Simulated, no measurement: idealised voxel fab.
A process module follows: voxel wiring stack.
Section cut is 280 nm wide and gridded with 5 nm square cells.
A cross-section in this document is a grid of square cells, and it is written down as bands, the top band listed before the ones below it; a band is made up of one or more rows of cells. It is stipulated that each band's entry specify, in nanometres, the height of the top of the band and then that of its bottom, followed by the materials of the band in left-to-right sequence, each together with its width in nanometres. A single material marked by the word "throughout" is understood to fill the band from edge to edge; the word "air" is understood to denote empty space. We count height from 0. Below that, the starting wafer is all one material. The lowest band never ends at the bottom but goes on down; see "from 0 down" for how that is written. Width spec "30->40" -> top row of cells at first value, bottom row at second value, equal per-row change in between. "no alteration" after a step means that no cell of the cross-section changed. Each empty space that has no open way to the top and spans at least 8 cells appears under "Completely enclosed voids" as width x height at distance, the distance counted from the left edge, all in nm. Step line, after settings: the simulator's comment on this step. overlay nm: for a step with a mask, the amount by which the mask lay right of where it was planned; a negative amount means left of it.

The planned process steps are enumerated hereunder:
| 1 | RECEIVE [material Si] |
| 2 | CONFORMAL_DEP [material SiO2] [thk nm 10] |
| 3 | CONFORMAL_DEP [material SiN] [thk nm 5] |
| 4 | DIRECTIONAL_DEP [material lowk] [thk nm 25] |
| 5 | PATTERN [tone open] [mask id METAL_1] [material resist] [width nm 25] [pitch nm 40] [thk nm 20] [overlay nm 0] |
| 6 | DIRECTIONAL_ETCH [etch materials lowk] [depth nm 25] |
| 7 | DIRECTIONAL_ETCH [etch materials SiN] [depth nm 5] |
| 8 | STRIP [etch materials resist] |
| 9 | CONFORMAL_DEP [material TiN] [thk nm 5] |
| 10 | FILL_DEP [material W] [thk nm 5] |
| 11 | CMP [height nm 40] |
| 12 | CONFORMAL_DEP [material SiCN] [thk nm 5] |
| 13 | DIRECTIONAL_DEP [material SiO2] [thk nm 30] |
| 14 | PATTERN [tone open] [mask id METAL_2_HOLES] [material resist] [width nm 15] [pitch nm 40] [thk nm 20] [overlay nm 0] |
| 15 | DIRECTIONAL_ETCH [etch materials SiO2] [depth nm 30] |
| 16 | STRIP [etch materials resist] |
| 17 | DIRECTIONAL_DEP [material aC] [thk nm 15] |
| 18 | PATTERN [tone open] [mask id METAL_2] [material resist] [width nm 25] [pitch nm 40] [thk nm 30] [overlay nm 0] |
| 19 | DIRECTIONAL_ETCH [etch materials aC] [depth nm 15] |
| 20 | STRIP [etch materials resist] |
| 21 | DIRECTIONAL_ETCH [etch materials SiO2] [depth nm 15] |
| 22 | DIRECTIONAL_ETCH [etch materials SiCN] [depth nm 5] |
| 23 | STRIP [etch materials aC] |
| 24 | CONFORMAL_DEP [material TiN] [thk nm 5] |
| 25 | FILL_DEP [material Cu] [thk nm 10] |
| 26 | CMP [height nm 75] |
| 27 | CONFORMAL_DEP [material SiCN] [thk nm 5] |
| 28 | DIRECTIONAL_DEP [material lowk] [thk nm 25] |
| 29 | PATTERN [tone open] [mask id METAL_3_HOLES] [material resist] [width nm 15] [pitch nm 40] [thk nm 20] [overlay nm 0] |
| 30 | DIRECTIONAL_ETCH [etch materials lowk] [depth nm 25] |
| 31 | STRIP [etch materials resist] |
| 32 | DIRECTIONAL_DEP [material aC] [thk nm 10] |
| 33 | PATTERN [tone open] [mask id METAL_3] [material resist] [width nm 25] [pitch nm 40] [thk nm 30] [overlay nm 0] |
| 34 | DIRECTIONAL_ETCH [etch materials aC] [depth nm 10] |
| 35 | STRIP [etch materials resist] |
| 36 | DIRECTIONAL_ETCH [etch materials lowk] [depth nm 15] |
| 37 | DIRECTIONAL_ETCH [etch materials SiCN] [depth nm 5] |
| 38 | STRIP [etch materials aC] |
| 39 | CONFORMAL_DEP [material TiN] [thk nm 5] |
| 40 | FILL_DEP [material Cu] [thk nm 10] |
| 41 | CMP [height nm 105] |
| 42 | CONFORMAL_DEP [material SiCN] [thk nm 5] |

Received-state cross-section, reflecting completion of step 1:
> from 0 down | Si throughout
> Completely enclosed voids: none

Post-module cross-section of the first of two wafers (run per plan):
> from 110 to 105 | SiCN throughout
> from 105 to 95 | lowk 65, TiN 5, Cu 15, TiN 5, lowk 15, TiN 5, Cu 15, TiN 5, lowk 15, TiN 5, Cu 15, TiN 5, lowk 15, TiN 5, Cu 15, TiN 5, lowk 70
> from 95 to 90 | lowk 65, TiN 5, Cu 5, TiN 15, lowk 15, TiN 5, Cu 5, TiN 15, lowk 15, TiN 5, Cu 5, TiN 15, lowk 15, TiN 5, Cu 5, TiN 15, lowk 70
> from 90 to 80 | lowk 65, TiN 5, Cu 5, TiN 5, lowk 25, TiN 5, Cu 5, TiN 5, lowk 25, TiN 5, Cu 5, TiN 5, lowk 25, TiN 5, Cu 5, TiN 5, lowk 80
> from 80 to 75 | SiCN 65, TiN 15, SiCN 25, TiN 15, SiCN 25, TiN 15, SiCN 25, TiN 15, SiCN 80
> from 75 to 65 | SiO2 65, TiN 5, Cu 15, TiN 5, SiO2 15, TiN 5, Cu 15, TiN 5, SiO2 15, TiN 5, Cu 15, TiN 5, SiO2 15, TiN 5, Cu 15, TiN 5, SiO2 70
> from 65 to 60 | SiO2 65, TiN 5, Cu 5, TiN 15, SiO2 15, TiN 5, Cu 5, TiN 15, SiO2 15, TiN 5, Cu 5, TiN 15, SiO2 15, TiN 5, Cu 5, TiN 15, SiO2 70
> from 60 to 45 | SiO2 65, TiN 5, Cu 5, TiN 5, SiO2 25, TiN 5, Cu 5, TiN 5, SiO2 25, TiN 5, Cu 5, TiN 5, SiO2 25, TiN 5, Cu 5, TiN 5, SiO2 80
> from 45 to 40 | SiCN 65, TiN 15, SiCN 25, TiN 15, SiCN 25, TiN 15, SiCN 25, TiN 15, SiCN 80
> from 40 to 15 | lowk 65, TiN 5, W 15, TiN 5, lowk 15, TiN 5, W 15, TiN 5, lowk 15, TiN 5, W 15, TiN 5, lowk 15, TiN 5, W 15, TiN 5, lowk 70
> from 15 to 10 | SiN 65, TiN 25, SiN 15, TiN 25, SiN 15, TiN 25, SiN 15, TiN 25, SiN 70
> from 10 to 0 | SiO2 throughout
> from 0 down | Si throughout
> Completely enclosed voids: none

Module end: cross-section of wafer two of two. Same start and process plan as the first wafer. One mistake during execution:
> from 110 to 105 | SiCN throughout
> from 105 to 95 | lowk 65, TiN 5, Cu 15, TiN 5, lowk 15, TiN 5, Cu 15, TiN 5, lowk 15, TiN 5, Cu 15, TiN 5, lowk 15, TiN 5, Cu 15, TiN 5, lowk 70
> from 95 to 90 | lowk 65, TiN 5, Cu 5, TiN 15, lowk 15, TiN 5, Cu 5, TiN 15, lowk 15, TiN 5, Cu 5, TiN 15, lowk 15, TiN 5, Cu 5, TiN 15, lowk 70
> from 90 to 80 | lowk 65, TiN 5, Cu 5, TiN 5, lowk 25, TiN 5, Cu 5, TiN 5, lowk 25, TiN 5, Cu 5, TiN 5, lowk 25, TiN 5, Cu 5, TiN 5, lowk 80
> from 80 to 75 | SiCN 65, TiN 15, SiCN 25, TiN 15, SiCN 25, TiN 15, SiCN 25, TiN 15, SiCN 80
> from 75 to 65 | SiO2 65, TiN 5, Cu 15, TiN 5, SiO2 15, TiN 5, Cu 15, TiN 5, SiO2 15, TiN 5, Cu 15, TiN 5, SiO2 15, TiN 5, Cu 15, TiN 5, SiO2 70
> from 65 to 60 | SiO2 65, TiN 5, Cu 10, TiN 10, SiO2 15, TiN 5, Cu 10, TiN 10, SiO2 15, TiN 5, Cu 10, TiN 10, SiO2 15, TiN 5, Cu 10, TiN 10, SiO2 70
> from 60 to 45 | SiO2 65, TiN 5, Cu 10, TiN 5, SiO2 20, TiN 5, Cu 10, TiN 5, SiO2 20, TiN 5, Cu 10, TiN 5, SiO2 20, TiN 5, Cu 10, TiN 5, SiO2 75
> from 45 to 40 | SiCN 65, TiN 20, SiCN 20, TiN 20, SiCN 20, TiN 20, SiCN 20, TiN 20, SiCN 75
> from 40 to 15 | lowk 65, TiN 5, W 15, TiN 5, lowk 15, TiN 5, W 15, TiN 5, lowk 15, TiN 5, W 15, TiN 5, lowk 15, TiN 5, W 15, TiN 5, lowk 70
> from 15 to 10 | SiN 65, TiN 25, SiN 15, TiN 25, SiN 15, TiN 25, SiN 15, TiN 25, SiN 70
> from 10 to 0 | SiO2 throughout
> from 0 down | Si throughout
> Completely enclosed voids: none
Nonconformance to the process plan: planned and actual differ for step 14; actual: PATTERN [tone open] [mask id METAL_2_HOLES] [material resist] [width nm 20] [pitch nm 40] [thk nm 20] [overlay nm 0]
End of process, cell counts, second wafer against first, materials with more or fewer: +16 Cu, -4 SiCN, -12 SiO2
